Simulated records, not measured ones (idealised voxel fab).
Process module name: voxel self aligned vias
Section shown: cut. Width: 245 nm. Cell size: 5 nm, square.
Reading order for cross-sections: top band down to bottom band. Underlying form: a grid of square cells. Band size: one or more rows of cells.
Top height, bottom height, nm. Materials left to right, width each, nm. Single material + "throughout" = fills band edge to edge. "empty" = empty.
Height datum 0, below which the as-received substrate wafer is one material. Lowest band open at the bottom, running downward: "0 nm and below".
The width entry "30->40" should be interpreted row by row: the top row of cells in the band takes the first number, the bottom row takes the second number, and the change between adjacent rows is uniform throughout.
Given "nothing got changed" for a step, no cell of the cross-section differs between before and after that step.
"Unvented internal voids": empty spaces of 8 cells or more with no open way to the top, each given as width x height at distance, distance from the left edge, all in nm.
Where a step's line continues beyond its settings, the continuation is a remark by the simulator itself on that step.
On any step carrying a mask, the "overlay nm" setting, if present on the step's line, tells how far right of its planned place the mask lay; negative values point to the left.

## plan
1. RECEIVE | material Si
2. CONFORMAL_DEP | material SiO2 | thk nm 15
3. CONFORMAL_DEP | material SiCN | thk nm 5
4. DIRECTIONAL_DEP | material lowk | thk nm 25
5. DIRECTIONAL_DEP | material aC | thk nm 15
6. PATTERN | tone open | mask id LINES | material resist | width nm 20 | pitch nm 70 | thk nm 30 | overlay nm 0
7. DIRECTIONAL_ETCH | etch materials aC | depth nm 15
8. STRIP | etch materials resist
9. DIRECTIONAL_ETCH | etch materials lowk | depth nm 25
10. STRIP | etch materials aC
11. CONFORMAL_DEP | material TiN | thk nm 5
12. FILL_DEP | material W | thk nm 10
13. CMP | height nm 45
14. SELECTIVE_ETCH | etch materials W Ru TiN | depth nm 10
15. FILL_DEP | material SiN | thk nm 5
16. CMP | height nm 45
17. DIRECTIONAL_DEP | material lowk | thk nm 20
18. DIRECTIONAL_DEP | material aC | thk nm 15
19. PATTERN | tone open | mask id VIAS | material resist | width nm 40 | pitch nm 70 | thk nm 35 | overlay nm 0
20. DIRECTIONAL_ETCH | etch materials aC | depth nm 15
21. STRIP | etch materials resist
22. DIRECTIONAL_ETCH | etch materials lowk | depth nm 20
23. DIRECTIONAL_ETCH | etch materials SiN | depth nm 10
24. STRIP | etch materials aC
25. CONFORMAL_DEP | material TiN | thk nm 5
26. FILL_DEP | material Cu | thk nm 5
27. CMP | height nm 65
28. CONFORMAL_DEP | material SiCN | thk nm 5

## Cross-sectional view of the wafer in its as-received condition, corresponding to the state after step 1
> 0 nm and below | Si throughout
> Unvented internal voids: none

## The first of two wafers, cross-sectioned at the end of the module, with the run proceeding as planned
> 70 nm to 65 nm | SiCN throughout
> 65 nm to 50 nm | 30 lowk / 5 TiN / 30 Cu / 5 TiN / 30 lowk / 5 TiN / 30 Cu / 5 TiN / 30 lowk / 5 TiN / 30 Cu / 5 TiN / 35 lowk
> 50 nm to 40 nm | 30->40 lowk / 15->5 TiN / 10 Cu / 15->5 TiN / 30->50 lowk / 15->5 TiN / 10 Cu / 15->5 TiN / 30->50 lowk / 15->5 TiN / 10 Cu / 15->5 TiN / 35->45 lowk
> 40 nm to 35 nm | 40 lowk / 20 TiN / 50 lowk / 20 TiN / 50 lowk / 20 TiN / 45 lowk
> 35 nm to 25 nm | 40 lowk / 5 TiN / 10 W / 5 TiN / 50 lowk / 5 TiN / 10 W / 5 TiN / 50 lowk / 5 TiN / 10 W / 5 TiN / 45 lowk
> 25 nm to 20 nm | 40 lowk / 20 TiN / 50 lowk / 20 TiN / 50 lowk / 20 TiN / 45 lowk
> 20 nm to 15 nm | SiCN throughout
> 15 nm to 0 nm | SiO2 throughout
> 0 nm and below | Si throughout
> Unvented internal voids: none

## This is the second of the two wafers, cross-sectioned at the end of the module; it started exactly like the first and was given the same plan, but it was run with one mistake
> 70 nm to 65 nm | SiN throughout
> 65 nm to 50 nm | 30 lowk / 5 TiN / 30 Cu / 5 TiN / 30 lowk / 5 TiN / 30 Cu / 5 TiN / 30 lowk / 5 TiN / 30 Cu / 5 TiN / 35 lowk
> 50 nm to 40 nm | 30->40 lowk / 15->5 TiN / 10 Cu / 15->5 TiN / 30->50 lowk / 15->5 TiN / 10 Cu / 15->5 TiN / 30->50 lowk / 15->5 TiN / 10 Cu / 15->5 TiN / 35->45 lowk
> 40 nm to 35 nm | 40 lowk / 20 TiN / 50 lowk / 20 TiN / 50 lowk / 20 TiN / 45 lowk
> 35 nm to 25 nm | 40 lowk / 5 TiN / 10 W / 5 TiN / 50 lowk / 5 TiN / 10 W / 5 TiN / 50 lowk / 5 TiN / 10 W / 5 TiN / 45 lowk
> 25 nm to 20 nm | 40 lowk / 20 TiN / 50 lowk / 20 TiN / 50 lowk / 20 TiN / 45 lowk
> 20 nm to 15 nm | SiCN throughout
> 15 nm to 0 nm | SiO2 throughout
> 0 nm and below | Si throughout
> Unvented internal voids: none
What went wrong in running the wafer? step 28 ran differently from the plan; actual operation with settings: CONFORMAL_DEP | material SiN | thk nm 5
Once processing is complete, comparing cell counts shows that the second wafer has more or fewer of certain materials than the first: 49 fewer of SiCN, 49 more of SiN
